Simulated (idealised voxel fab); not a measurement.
Process module heading - voxel wiring stack
Cross-sectional view cut (width: 300 nm; square cell size: 5 nm).
A cross-section in this document is a grid of square cells, and it is written down as bands, the top band listed before the ones below it; a band is made up of one or more rows of cells. Heads up on the band format: heights come first, top then bottom, in nm. After that it's the materials left to right, each with its width in nm. A single material flagged "full width" fills the whole band edge to edge, and "empty" means there's empty space there. The level at which height equals 0 is the one under which the wafer, as it arrives, is entirely one material. No lower edge exists for the bottom band, which continues downward and is notated as in "0..down". You'd read "30 to 40" like this: the band's top row of cells is as wide as the first number, its bottom row is as wide as the second, and going down, every row changes width by the same amount as the row before did. You'll sometimes find "nothing changed" written for a step, and that's the way of saying that nowhere in the cross-section did a cell change during that step. If an empty space has no open way to the top and is at least 8 cells in size, "Fully sealed voids" lists it, written width x height at distance, where distance is measured from the left edge and every value is in nm. Read whatever lies past the settings on a step's line as the simulator's own remark about the step. "overlay nm" answers the question of how far to the right of plan the mask lay on a step that has a mask, and when it is negative the answer is to the left.

Planned step list for the process
1. op RECEIVE | material Si
2. op CONFORMAL_DEP | material SiO2 | thk nm 15
3. op CONFORMAL_DEP | material SiN | thk nm 5
4. op DIRECTIONAL_DEP | material SiO2 | thk nm 15
5. op DIRECTIONAL_DEP | material aC | thk nm 10
6. op PATTERN | tone open | mask id METAL_1 | material resist | width nm 30 | pitch nm 55 | thk nm 25 | overlay nm 0
7. op DIRECTIONAL_ETCH | etch materials aC | depth nm 10
8. op STRIP | etch materials resist
9. op DIRECTIONAL_ETCH | etch materials SiO2 | depth nm 15
10. op DIRECTIONAL_ETCH | etch materials SiN | depth nm 5
11. op STRIP | etch materials aC
12. op CONFORMAL_DEP | material TiN | thk nm 5
13. op FILL_DEP | material Ru | thk nm 10
14. op CMP | height nm 35
15. op CONFORMAL_DEP | material SiCN | thk nm 5
16. op DIRECTIONAL_DEP | material lowk | thk nm 30
17. op PATTERN | tone open | mask id METAL_2 | material resist | width nm 30 | pitch nm 55 | thk nm 20 | overlay nm 0
18. op DIRECTIONAL_ETCH | etch materials lowk | depth nm 20
19. op STRIP | etch materials resist
20. op MASKED_ETCH | tone open | mask id METAL_2_HOLES | width nm 15 | pitch nm 55 | etch materials lowk | depth nm 10 | overlay nm -15
21. op MASKED_ETCH | tone open | mask id METAL_2_HOLES | width nm 15 | pitch nm 55 | etch materials SiCN | depth nm 5 | overlay nm 0
22. op CONFORMAL_DEP | material TiN | thk nm 5
23. op FILL_DEP | material Cu | thk nm 10
24. op CMP | height nm 70
25. op CONFORMAL_DEP | material SiCN | thk nm 5
26. op DIRECTIONAL_DEP | material SiO2 | thk nm 30
27. op MASKED_ETCH | tone open | mask id METAL_3_HOLES | width nm 15 | pitch nm 55 | etch materials SiO2 | depth nm 30 | overlay nm 0
28. op MASKED_ETCH | tone open | mask id METAL_3 | width nm 30 | pitch nm 55 | etch materials SiO2 | depth nm 20 | overlay nm 0
29. op MASKED_ETCH | tone open | mask id METAL_3 | width nm 30 | pitch nm 55 | etch materials SiCN | depth nm 5 | overlay nm 0
30. op CONFORMAL_DEP | material TiN | thk nm 5
31. op FILL_DEP | material Cu | thk nm 5
32. op CMP | height nm 105
33. op CONFORMAL_DEP | material SiCN | thk nm 5
34. op DIRECTIONAL_DEP | material lowk | thk nm 30
35. op MASKED_ETCH | tone open | mask id METAL_4_HOLES | width nm 15 | pitch nm 55 | etch materials lowk | depth nm 30 | overlay nm 0
36. op DIRECTIONAL_DEP | material aC | thk nm 10
37. op PATTERN | tone open | mask id METAL_4 | material resist | width nm 30 | pitch nm 55 | thk nm 30 | overlay nm 0
38. op DIRECTIONAL_ETCH | etch materials aC | depth nm 10
39. op STRIP | etch materials resist
40. op DIRECTIONAL_ETCH | etch materials lowk | depth nm 20
41. op DIRECTIONAL_ETCH | etch materials SiCN | depth nm 5
42. op STRIP | etch materials aC
43. op CONFORMAL_DEP | material TiN | thk nm 5
44. op FILL_DEP | material Cu | thk nm 5
45. op CMP | height nm 140
46. op CONFORMAL_DEP | material SiN | thk nm 5
The value of overlay nm given for step 20 in the plan refers to the first wafer; the wafers vary in this setting and are alike at the start.

Cross-section: the first of several wafers in its as-received state, i.e. following step 1
	0..down: Si full width
	Fully sealed voids: none

The cross-section of the first of several wafers is given below for the end of the module, after its final step, step 46
	145..140: SiN full width
	140..125: 80 nm lowk, then 5 nm TiN, then 20 nm Cu, then 5 nm TiN, then 25 nm lowk, then 5 nm TiN, then 20 nm Cu, then 5 nm TiN, then 25 nm lowk, then 5 nm TiN, then 20 nm Cu, then 5 nm TiN, then 80 nm lowk
	125..120: 80 nm lowk, then 5 nm TiN, then 5 nm Cu, then 20 nm TiN, then 25 nm lowk, then 5 nm TiN, then 5 nm Cu, then 20 nm TiN, then 25 nm lowk, then 5 nm TiN, then 5 nm Cu, then 20 nm TiN, then 80 nm lowk
	120..110: 80 nm lowk, then 5 nm TiN, then 5 nm Cu, then 5 nm TiN, then 40 nm lowk, then 5 nm TiN, then 5 nm Cu, then 5 nm TiN, then 40 nm lowk, then 5 nm TiN, then 5 nm Cu, then 5 nm TiN, then 95 nm lowk
	110..105: 80 nm SiCN, then 15 nm TiN, then 40 nm SiCN, then 15 nm TiN, then 40 nm SiCN, then 15 nm TiN, then 95 nm SiCN
	105..90: 80 nm SiO2, then 5 nm TiN, then 20 nm Cu, then 5 nm TiN, then 25 nm SiO2, then 5 nm TiN, then 20 nm Cu, then 5 nm TiN, then 25 nm SiO2, then 5 nm TiN, then 20 nm Cu, then 5 nm TiN, then 80 nm SiO2
	90..85: 80 nm SiO2, then 5 nm TiN, then 5 nm Cu, then 20 nm TiN, then 25 nm SiO2, then 5 nm TiN, then 5 nm Cu, then 20 nm TiN, then 25 nm SiO2, then 5 nm TiN, then 5 nm Cu, then 20 nm TiN, then 80 nm SiO2
	85..75: 80 nm SiO2, then 5 nm TiN, then 5 nm Cu, then 5 nm TiN, then 40 nm SiO2, then 5 nm TiN, then 5 nm Cu, then 5 nm TiN, then 40 nm SiO2, then 5 nm TiN, then 5 nm Cu, then 5 nm TiN, then 95 nm SiO2
	75..70: 80 nm SiCN, then 15 nm TiN, then 40 nm SiCN, then 15 nm TiN, then 40 nm SiCN, then 15 nm TiN, then 95 nm SiCN
	70..60: 65 nm lowk, then 5 to 20 nm TiN, then 35 to 20 nm Cu, then 5 nm TiN, then 10 nm lowk, then 5 to 20 nm TiN, then 35 to 20 nm Cu, then 5 nm TiN, then 10 nm lowk, then 5 to 20 nm TiN, then 35 to 20 nm Cu, then 5 nm TiN, then 80 nm lowk
	60..55: 80 nm lowk, then 5 nm TiN, then 20 nm Cu, then 5 nm TiN, then 25 nm lowk, then 5 nm TiN, then 20 nm Cu, then 5 nm TiN, then 25 nm lowk, then 5 nm TiN, then 20 nm Cu, then 5 nm TiN, then 80 nm lowk
	55..50: 80 nm lowk, then 30 nm TiN, then 25 nm lowk, then 30 nm TiN, then 25 nm lowk, then 30 nm TiN, then 80 nm lowk
	50..40: lowk full width
	40..35: SiCN full width
	35..20: 80 nm SiO2, then 5 nm TiN, then 20 nm Ru, then 5 nm TiN, then 25 nm SiO2, then 5 nm TiN, then 20 nm Ru, then 5 nm TiN, then 25 nm SiO2, then 5 nm TiN, then 20 nm Ru, then 5 nm TiN, then 80 nm SiO2
	20..15: 80 nm SiN, then 30 nm TiN, then 25 nm SiN, then 30 nm TiN, then 25 nm SiN, then 30 nm TiN, then 80 nm SiN
	15..0: SiO2 full width
	0..down: Si full width
	Fully sealed voids: none

Of the several wafers, the last: cross-section at the end of the module
	145..140: SiN full width
	140..125: 80 nm lowk, then 5 nm TiN, then 20 nm Cu, then 5 nm TiN, then 25 nm lowk, then 5 nm TiN, then 20 nm Cu, then 5 nm TiN, then 25 nm lowk, then 5 nm TiN, then 20 nm Cu, then 5 nm TiN, then 80 nm lowk
	125..120: 80 nm lowk, then 5 nm TiN, then 5 nm Cu, then 20 nm TiN, then 25 nm lowk, then 5 nm TiN, then 5 nm Cu, then 20 nm TiN, then 25 nm lowk, then 5 nm TiN, then 5 nm Cu, then 20 nm TiN, then 80 nm lowk
	120..110: 80 nm lowk, then 5 nm TiN, then 5 nm Cu, then 5 nm TiN, then 40 nm lowk, then 5 nm TiN, then 5 nm Cu, then 5 nm TiN, then 40 nm lowk, then 5 nm TiN, then 5 nm Cu, then 5 nm TiN, then 95 nm lowk
	110..105: 80 nm SiCN, then 15 nm TiN, then 40 nm SiCN, then 15 nm TiN, then 40 nm SiCN, then 15 nm TiN, then 95 nm SiCN
	105..90: 80 nm SiO2, then 5 nm TiN, then 20 nm Cu, then 5 nm TiN, then 25 nm SiO2, then 5 nm TiN, then 20 nm Cu, then 5 nm TiN, then 25 nm SiO2, then 5 nm TiN, then 20 nm Cu, then 5 nm TiN, then 80 nm SiO2
	90..85: 80 nm SiO2, then 5 nm TiN, then 5 nm Cu, then 20 nm TiN, then 25 nm SiO2, then 5 nm TiN, then 5 nm Cu, then 20 nm TiN, then 25 nm SiO2, then 5 nm TiN, then 5 nm Cu, then 20 nm TiN, then 80 nm SiO2
	85..75: 80 nm SiO2, then 5 nm TiN, then 5 nm Cu, then 5 nm TiN, then 40 nm SiO2, then 5 nm TiN, then 5 nm Cu, then 5 nm TiN, then 40 nm SiO2, then 5 nm TiN, then 5 nm Cu, then 5 nm TiN, then 95 nm SiO2
	75..70: 80 nm SiCN, then 15 nm TiN, then 40 nm SiCN, then 15 nm TiN, then 40 nm SiCN, then 15 nm TiN, then 95 nm SiCN
	70..55: 80 nm lowk, then 5 nm TiN, then 20 nm Cu, then 5 nm TiN, then 25 nm lowk, then 5 nm TiN, then 20 nm Cu, then 5 nm TiN, then 25 nm lowk, then 5 nm TiN, then 20 nm Cu, then 5 nm TiN, then 80 nm lowk
	55..45: 80 to 95 nm lowk, then 20 to 5 nm TiN, then 5 nm Cu, then 5 nm TiN, then 25 to 40 nm lowk, then 20 to 5 nm TiN, then 5 nm Cu, then 5 nm TiN, then 25 to 40 nm lowk, then 20 to 5 nm TiN, then 5 nm Cu, then 5 nm TiN, then 80 nm lowk
	45..40: 95 nm lowk, then 15 nm TiN, then 40 nm lowk, then 15 nm TiN, then 40 nm lowk, then 15 nm TiN, then 80 nm lowk
	40..35: SiCN full width
	35..20: 80 nm SiO2, then 5 nm TiN, then 20 nm Ru, then 5 nm TiN, then 25 nm SiO2, then 5 nm TiN, then 20 nm Ru, then 5 nm TiN, then 25 nm SiO2, then 5 nm TiN, then 20 nm Ru, then 5 nm TiN, then 80 nm SiO2
	20..15: 80 nm SiN, then 30 nm TiN, then 25 nm SiN, then 30 nm TiN, then 25 nm SiN, then 30 nm TiN, then 80 nm SiN
	15..0: SiO2 full width
	0..down: Si full width
	Fully sealed voids: none

Tabulated below, wafer by wafer, are the end-of-module results: for each material, the number of cells gained (+) or lost (-) relative to the as-received state, followed by the closed voids
overlay nm -15 | +135 Cu | +36 Ru | +162 SiCN | +102 SiN | +576 SiO2 | +189 TiN | +540 lowk | Fully sealed voids: none
overlay nm -10 | +132 Cu | +36 Ru | +159 SiCN | +102 SiN | +576 SiO2 | +195 TiN | +540 lowk | Fully sealed voids: none
overlay nm -5 | +129 Cu | +36 Ru | +156 SiCN | +102 SiN | +576 SiO2 | +201 TiN | +540 lowk | Fully sealed voids: none
overlay nm 0 | +135 Cu | +36 Ru | +153 SiCN | +102 SiN | +576 SiO2 | +198 TiN | +540 lowk | Fully sealed voids: none
overlay nm 5 | +132 Cu | +36 Ru | +156 SiCN | +102 SiN | +576 SiO2 | +198 TiN | +540 lowk | Fully sealed voids: none
overlay nm 10 | +132 Cu | +36 Ru | +159 SiCN | +102 SiN | +576 SiO2 | +195 TiN | +540 lowk | Fully sealed voids: none
overlay nm 15 | +132 Cu | +36 Ru | +162 SiCN | +102 SiN | +576 SiO2 | +192 TiN | +540 lowk | Fully sealed voids: none
